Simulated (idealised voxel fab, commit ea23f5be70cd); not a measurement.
A process module follows: voxel self aligned vias.
cross-section cut | 270 nm wide | cells 5 nm
A cross-section is written here as square cells arranged in a grid, and it is given in bands from the top down, each band taking up one or more rows of cells.
A band entry consists of two parts. The first gives the height of the band's top and the height of its bottom, in nm. The rest lists the band's materials from left to right, each with its width in nm. A single material labelled with the word "full width" fills the band from edge to edge, and the word "air" marks empty space.
Zero point of the height axis is 0; under it, received wafer = one material. Lowest band: continues down indefinitely, "0 down".
Per-row width for "30->40": begins at first number (top row of band), ends at second number (bottom row), increment between rows held constant.
A step reported as "left unchanged" is a step in which no cell of the cross-section changed.
You'll see "Voids, fully enclosed" listing empty spaces that have no way open to the top, as long as they're 8 cells or more; the notation is width x height at distance, where the distance is from the left edge, and all of it is in nm.
Text after the settings on a step's line: the simulator's own remark on that step.
"overlay nm" on a masked step: distance the mask lay right of its planned place, negative for left.

[The process steps that were planned are listed below]
| 1 | RECEIVE,material Si |
| 2 | CONFORMAL_DEP,material SiO2,thk nm 15 |
| 3 | CONFORMAL_DEP,material SiCN,thk nm 5 |
| 4 | DIRECTIONAL_DEP,material SiO2,thk nm 30 |
| 5 | PATTERN,tone open,mask id LINES,material resist,width nm 25,pitch nm 50,thk nm 15,overlay nm 0 |
| 6 | DIRECTIONAL_ETCH,etch materials SiO2,depth nm 30 |
| 7 | STRIP,etch materials resist |
| 8 | CONFORMAL_DEP,material TiN,thk nm 5 |
| 9 | FILL_DEP,material Ru,thk nm 10 |
| 10 | CMP,height nm 50 |
| 11 | SELECTIVE_ETCH,etch materials W Ru TiN,depth nm 5 |
| 12 | FILL_DEP,material SiN,thk nm 5 |
| 13 | CMP,height nm 50 |
| 14 | DIRECTIONAL_DEP,material SiO2,thk nm 20 |
| 15 | MASKED_ETCH,tone open,mask id VIAS,width nm 35,pitch nm 100,etch materials SiO2,depth nm 20,overlay nm 0 |
| 16 | MASKED_ETCH,tone open,mask id VIAS,width nm 35,pitch nm 100,etch materials SiN,depth nm 5,overlay nm 0 |
| 17 | CONFORMAL_DEP,material TiN,thk nm 5 |
| 18 | FILL_DEP,material Cu,thk nm 5 |
| 19 | CMP,height nm 70 |
| 20 | CONFORMAL_DEP,material SiN,thk nm 5 |

[The first of two wafers, run as planned]

[Cross-section of the incoming wafer, state after step 1]
* 0 down  Si full width
* Voids, fully enclosed: none

[Upon completion of step 2, the wafer appears in cross-section as shown]
* 15 to 0  SiO2 full width
* For the remainder of the cross-section, below 0, there is no change.

[Upon completion of step 3, the wafer appears in cross-section as shown]
* 20 to 15  SiCN full width
* For the remainder of the cross-section, below 15, there is no change.

[Upon completion of step 4, the wafer appears in cross-section as shown]
* 50 to 20  SiO2 full width
* For the remainder of the cross-section, below 20, there is no change.

[Upon completion of step 5, the wafer appears in cross-section as shown]
* 65 to 50  resist=70; air=25; resist=25; air=25; resist=25; air=25; resist=75
* For the remainder of the cross-section, below 50, there is no change.

[Upon completion of step 6, the wafer appears in cross-section as shown]
* 65 to 50  resist=70; air=25; resist=25; air=25; resist=25; air=25; resist=75
* 50 to 20  SiO2=70; air=25; SiO2=25; air=25; SiO2=25; air=25; SiO2=75
* For the remainder of the cross-section, below 20, there is no change.

[Upon completion of step 7, the wafer appears in cross-section as shown]
* 50 to 20  SiO2=70; air=25; SiO2=25; air=25; SiO2=25; air=25; SiO2=75
* For the remainder of the cross-section, below 20, there is no change.

[Upon completion of step 8, the wafer appears in cross-section as shown]
* 55 to 50  TiN=75; air=15; TiN=35; air=15; TiN=35; air=15; TiN=80
* 50 to 25  SiO2=70; TiN=5; air=15; TiN=5; SiO2=25; TiN=5; air=15; TiN=5; SiO2=25; TiN=5; air=15; TiN=5; SiO2=75
* 25 to 20  SiO2=70; TiN=25; SiO2=25; TiN=25; SiO2=25; TiN=25; SiO2=75
* For the remainder of the cross-section, below 20, there is no change.

[Upon completion of step 9, the wafer appears in cross-section as shown]
* 65 to 55  Ru full width
* 55 to 50  TiN=75; Ru=15; TiN=35; Ru=15; TiN=35; Ru=15; TiN=80
* 50 to 25  SiO2=70; TiN=5; Ru=15; TiN=5; SiO2=25; TiN=5; Ru=15; TiN=5; SiO2=25; TiN=5; Ru=15; TiN=5; SiO2=75
* For the remainder of the cross-section, below 25, there is no change.

[Upon completion of step 10, the wafer appears in cross-section as shown]
* 50 to 25  SiO2=70; TiN=5; Ru=15; TiN=5; SiO2=25; TiN=5; Ru=15; TiN=5; SiO2=25; TiN=5; Ru=15; TiN=5; SiO2=75
* For the remainder of the cross-section, below 25, there is no change.

[Upon completion of step 11, the wafer appears in cross-section as shown]
* 50 to 45  SiO2=70; air=25; SiO2=25; air=25; SiO2=25; air=25; SiO2=75
* For the remainder of the cross-section, below 45, there is no change.

[Upon completion of step 12, the wafer appears in cross-section as shown]
* 55 to 50  SiN full width
* 50 to 45  SiO2=70; SiN=25; SiO2=25; SiN=25; SiO2=25; SiN=25; SiO2=75
* For the remainder of the cross-section, below 45, there is no change.

[Upon completion of step 13, the wafer appears in cross-section as shown]
* 50 to 45  SiO2=70; SiN=25; SiO2=25; SiN=25; SiO2=25; SiN=25; SiO2=75
* For the remainder of the cross-section, below 45, there is no change.

[Upon completion of step 14, the wafer appears in cross-section as shown]
* 70 to 50  SiO2 full width
* For the remainder of the cross-section, below 50, there is no change.

[Upon completion of step 15, the wafer appears in cross-section as shown]
* 70 to 50  SiO2=65; air=35; SiO2=65; air=35; SiO2=70
* For the remainder of the cross-section, below 50, there is no change.

[Upon completion of step 16, the wafer appears in cross-section as shown]
* 70 to 50  SiO2=65; air=35; SiO2=65; air=35; SiO2=70
* 50 to 45  SiO2=70; air=25; SiO2=25; SiN=25; SiO2=25; air=25; SiO2=75
* For the remainder of the cross-section, below 45, there is no change.

[Upon completion of step 17, the wafer appears in cross-section as shown]
* 75 to 70  TiN=70; air=25; TiN=75; air=25; TiN=75
* 70 to 55  SiO2=65; TiN=5; air=25; TiN=5; SiO2=65; TiN=5; air=25; TiN=5; SiO2=70
* 55 to 50  SiO2=65; TiN=10; air=15; TiN=10; SiO2=65; TiN=10; air=15; TiN=10; SiO2=70
* 50 to 45  SiO2=70; TiN=25; SiO2=25; SiN=25; SiO2=25; TiN=25; SiO2=75
* For the remainder of the cross-section, below 45, there is no change.

[Upon completion of step 18, the wafer appears in cross-section as shown]
* 80 to 75  Cu full width
* 75 to 70  TiN=70; Cu=25; TiN=75; Cu=25; TiN=75
* 70 to 55  SiO2=65; TiN=5; Cu=25; TiN=5; SiO2=65; TiN=5; Cu=25; TiN=5; SiO2=70
* 55 to 50  SiO2=65; TiN=10; Cu=15; TiN=10; SiO2=65; TiN=10; Cu=15; TiN=10; SiO2=70
* For the remainder of the cross-section, below 50, there is no change.

[Upon completion of step 19, the wafer appears in cross-section as shown]
* 70 to 55  SiO2=65; TiN=5; Cu=25; TiN=5; SiO2=65; TiN=5; Cu=25; TiN=5; SiO2=70
* For the remainder of the cross-section, below 55, there is no change.

[Upon completion of step 20, the wafer appears in cross-section as shown]
* 75 to 70  SiN full width
* For the remainder of the cross-section, below 70, there is no change.

[Notes, second wafer: start = first wafer's, plan = first wafer's, execution had one mistake; history identical to first through step 1]

Cross-section: second wafer, time at which step 2 was scheduled to end: left unchanged

[Cross-section: second wafer, time at which step 3 was scheduled to end]
* 5 to 0  SiCN full width
* For the remainder of the cross-section, below 0, there is no change.

[Cross-section: second wafer, time at which step 4 was scheduled to end]
* 35 to 5  SiO2 full width
* For the remainder of the cross-section, below 5, there is no change.

[Cross-section: second wafer, time at which step 5 was scheduled to end]
* 50 to 35  resist=70; air=25; resist=25; air=25; resist=25; air=25; resist=75
* For the remainder of the cross-section, below 35, there is no change.

[Cross-section: second wafer, time at which step 6 was scheduled to end]
* 50 to 35  resist=70; air=25; resist=25; air=25; resist=25; air=25; resist=75
* 35 to 5  SiO2=70; air=25; SiO2=25; air=25; SiO2=25; air=25; SiO2=75
* For the remainder of the cross-section, below 5, there is no change.

[Cross-section: second wafer, time at which step 7 was scheduled to end]
* 35 to 5  SiO2=70; air=25; SiO2=25; air=25; SiO2=25; air=25; SiO2=75
* For the remainder of the cross-section, below 5, there is no change.

[Cross-section: second wafer, time at which step 8 was scheduled to end]
* 40 to 35  TiN=75; air=15; TiN=35; air=15; TiN=35; air=15; TiN=80
* 35 to 10  SiO2=70; TiN=5; air=15; TiN=5; SiO2=25; TiN=5; air=15; TiN=5; SiO2=25; TiN=5; air=15; TiN=5; SiO2=75
* 10 to 5  SiO2=70; TiN=25; SiO2=25; TiN=25; SiO2=25; TiN=25; SiO2=75
* For the remainder of the cross-section, below 5, there is no change.

[Cross-section: second wafer, time at which step 9 was scheduled to end]
* 50 to 40  Ru full width
* 40 to 35  TiN=75; Ru=15; TiN=35; Ru=15; TiN=35; Ru=15; TiN=80
* 35 to 10  SiO2=70; TiN=5; Ru=15; TiN=5; SiO2=25; TiN=5; Ru=15; TiN=5; SiO2=25; TiN=5; Ru=15; TiN=5; SiO2=75
* For the remainder of the cross-section, below 10, there is no change.

Cross-section: second wafer, time at which step 10 was scheduled to end: left unchanged

[Cross-section: second wafer, time at which step 11 was scheduled to end]
* 45 to 40  Ru full width
* For the remainder of the cross-section, below 40, there is no change.

[Cross-section: second wafer, time at which step 12 was scheduled to end]
* 50 to 45  SiN full width
* For the remainder of the cross-section, below 45, there is no change.

Cross-section: second wafer, time at which step 13 was scheduled to end: left unchanged

[Cross-section: second wafer, time at which step 14 was scheduled to end]
* 70 to 50  SiO2 full width
* For the remainder of the cross-section, below 50, there is no change.

[Cross-section: second wafer, time at which step 15 was scheduled to end]
* 70 to 50  SiO2=65; air=35; SiO2=65; air=35; SiO2=70
* For the remainder of the cross-section, below 50, there is no change.

[Cross-section: second wafer, time at which step 16 was scheduled to end]
* 70 to 50  SiO2=65; air=35; SiO2=65; air=35; SiO2=70
* 50 to 45  SiN=65; air=35; SiN=65; air=35; SiN=70
* For the remainder of the cross-section, below 45, there is no change.

[Cross-section: second wafer, time at which step 17 was scheduled to end]
* 75 to 70  TiN=70; air=25; TiN=75; air=25; TiN=75
* 70 to 50  SiO2=65; TiN=5; air=25; TiN=5; SiO2=65; TiN=5; air=25; TiN=5; SiO2=70
* 50 to 45  SiN=65; TiN=35; SiN=65; TiN=35; SiN=70
* For the remainder of the cross-section, below 45, there is no change.

[Cross-section: second wafer, time at which step 18 was scheduled to end]
* 80 to 75  Cu full width
* 75 to 70  TiN=70; Cu=25; TiN=75; Cu=25; TiN=75
* 70 to 50  SiO2=65; TiN=5; Cu=25; TiN=5; SiO2=65; TiN=5; Cu=25; TiN=5; SiO2=70
* For the remainder of the cross-section, below 50, there is no change.

[Cross-section: second wafer, time at which step 19 was scheduled to end]
* 70 to 50  SiO2=65; TiN=5; Cu=25; TiN=5; SiO2=65; TiN=5; Cu=25; TiN=5; SiO2=70
* For the remainder of the cross-section, below 50, there is no change.

[Cross-section: second wafer, time at which step 20 was scheduled to end]
* 75 to 70  SiN full width
* For the remainder of the cross-section, below 70, there is no change.
Diagnosis: not run: step 2 of the plan (skipped)
Once processing is complete, comparing cell counts shows that the second wafer has more or fewer of certain materials than the first: 4 more of Cu, 72 more of Ru, 35 more of SiN, 162 fewer of SiO2, 51 more of TiN
